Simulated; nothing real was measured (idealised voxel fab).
Process module, titled voxel self aligned vias
Pictured: cross-section cut, 290 nm wide, on a grid of 5 nm square cells.
Heads up, the way a cross-section reads in here is a grid of square cells, handed over as bands from the top down, with every band being one or more rows of cells.
What a band's entry tells you: where the top is and where the bottom is, as heights in nm, and after that what lies inside, material by material from left to right, each with its width in nm. Empty space is written as the word "air", and a single material marked with the word "everywhere" occupies the band from edge to edge.
The level at which height equals 0 is the one under which the wafer, as it arrives, is entirely one material. No lower edge exists for the bottom band, which continues downward and is notated as in "0 and below".
The two numbers in a width such as "30->40" mark its ends across the band: the first belongs to the top row of cells, the second to the bottom row, and from each row to the next the width moves by the same amount.
"identical to before" for a step: no cell of the cross-section changed in that step.
"Enclosed internal voids": sealed empty spaces, 8 cells or more, no open way to top, listed width x height at distance, with distance from the left edge and width, height and distance in nm.
On each step's line, the part that comes after the settings is the simulator's own comment on the step.
The setting "overlay nm" may be written on the line of a step. When the step uses a mask, the value reports how far to the right of the planned place the mask lay, and a negative value reports that it lay to the left.
## Process steps foreseen in the plan
| 1 | RECEIVE with material Si |
| 2 | CONFORMAL_DEP with material SiO2, thk nm 10 |
| 3 | CONFORMAL_DEP with material SiCN, thk nm 5 |
| 4 | DIRECTIONAL_DEP with material SiO2, thk nm 20 |
| 5 | MASKED_ETCH with tone open, mask id LINES, width nm 25, pitch nm 50, etch materials SiO2, depth nm 20, overlay nm 0 |
| 6 | CONFORMAL_DEP with material TiN, thk nm 5 |
| 7 | FILL_DEP with material Ru, thk nm 5 |
| 8 | CMP with height nm 35 |
| 9 | SELECTIVE_ETCH with etch materials W Ru TiN, depth nm 5 |
| 10 | FILL_DEP with material SiN, thk nm 10 |
| 11 | CMP with height nm 35 |
| 12 | DIRECTIONAL_DEP with material SiO2, thk nm 15 |
| 13 | DIRECTIONAL_DEP with material aC, thk nm 10 |
| 14 | PATTERN with tone open, mask id VIAS, material resist, width nm 35, pitch nm 50, thk nm 30, overlay nm 0 |
| 15 | DIRECTIONAL_ETCH with etch materials aC, depth nm 10 |
| 16 | STRIP with etch materials resist |
| 17 | DIRECTIONAL_ETCH with etch materials SiO2, depth nm 15 |
| 18 | DIRECTIONAL_ETCH with etch materials SiN, depth nm 5 |
| 19 | STRIP with etch materials aC |
| 20 | CONFORMAL_DEP with material TiN, thk nm 5 |
| 21 | FILL_DEP with material Cu, thk nm 5 |
| 22 | CMP with height nm 50 |
| 23 | CONFORMAL_DEP with material SiN, thk nm 5 |
Heads up: all these wafers start the same, and what changes between them is the thk nm in step 23. The value you see in the plan is just what the first wafer got.
## The first of several wafers, as received after step 1, seen in section
> 0 and below = Si everywhere
> Enclosed internal voids: none
## Take a look at the first of several wafers in cross-section: the module is done, and step 23 was its last step
> 55 down to 50 = SiN everywhere
> 50 down to 40 = SiO2 (100), TiN (5), Cu (25), TiN (5), SiO2 (15), TiN (5), Cu (25), TiN (5), SiO2 (105)
> 40 down to 35 = SiO2 (100), TiN (10), Cu (15), TiN (10), SiO2 (15), TiN (10), Cu (15), TiN (10), SiO2 (105)
> 35 down to 30 = SiO2 (105), TiN (25), SiO2 (25), TiN (25), SiO2 (110)
> 30 down to 20 = SiO2 (105), TiN (5), Ru (15), TiN (5), SiO2 (25), TiN (5), Ru (15), TiN (5), SiO2 (110)
> 20 down to 15 = SiO2 (105), TiN (25), SiO2 (25), TiN (25), SiO2 (110)
> 15 down to 10 = SiCN everywhere
> 10 down to 0 = SiO2 everywhere
> 0 and below = Si everywhere
> Enclosed internal voids: none
## Cross-sectional view, end of module, last wafer of several
> 70 down to 50 = SiN everywhere
> 50 down to 40 = SiO2 (100), TiN (5), Cu (25), TiN (5), SiO2 (15), TiN (5), Cu (25), TiN (5), SiO2 (105)
> 40 down to 35 = SiO2 (100), TiN (10), Cu (15), TiN (10), SiO2 (15), TiN (10), Cu (15), TiN (10), SiO2 (105)
> 35 down to 30 = SiO2 (105), TiN (25), SiO2 (25), TiN (25), SiO2 (110)
> 30 down to 20 = SiO2 (105), TiN (5), Ru (15), TiN (5), SiO2 (25), TiN (5), Ru (15), TiN (5), SiO2 (110)
> 20 down to 15 = SiO2 (105), TiN (25), SiO2 (25), TiN (25), SiO2 (110)
> 15 down to 10 = SiCN everywhere
> 10 down to 0 = SiO2 everywhere
> 0 and below = Si everywhere
> Enclosed internal voids: none
## Below: a row per wafer. Contents at end of module: for every material, cells gained since receipt (+) or lost since receipt (-); then closed voids
thk nm 5, +26 Cu, +12 Ru, +58 SiCN, +58 SiN, +440 SiO2, +44 TiN, Enclosed internal voids: none
thk nm 10, +26 Cu, +12 Ru, +58 SiCN, +116 SiN, +440 SiO2, +44 TiN, Enclosed internal voids: none
thk nm 15, +26 Cu, +12 Ru, +58 SiCN, +174 SiN, +440 SiO2, +44 TiN, Enclosed internal voids: none
thk nm 20, +26 Cu, +12 Ru, +58 SiCN, +232 SiN, +440 SiO2, +44 TiN, Enclosed internal voids: none
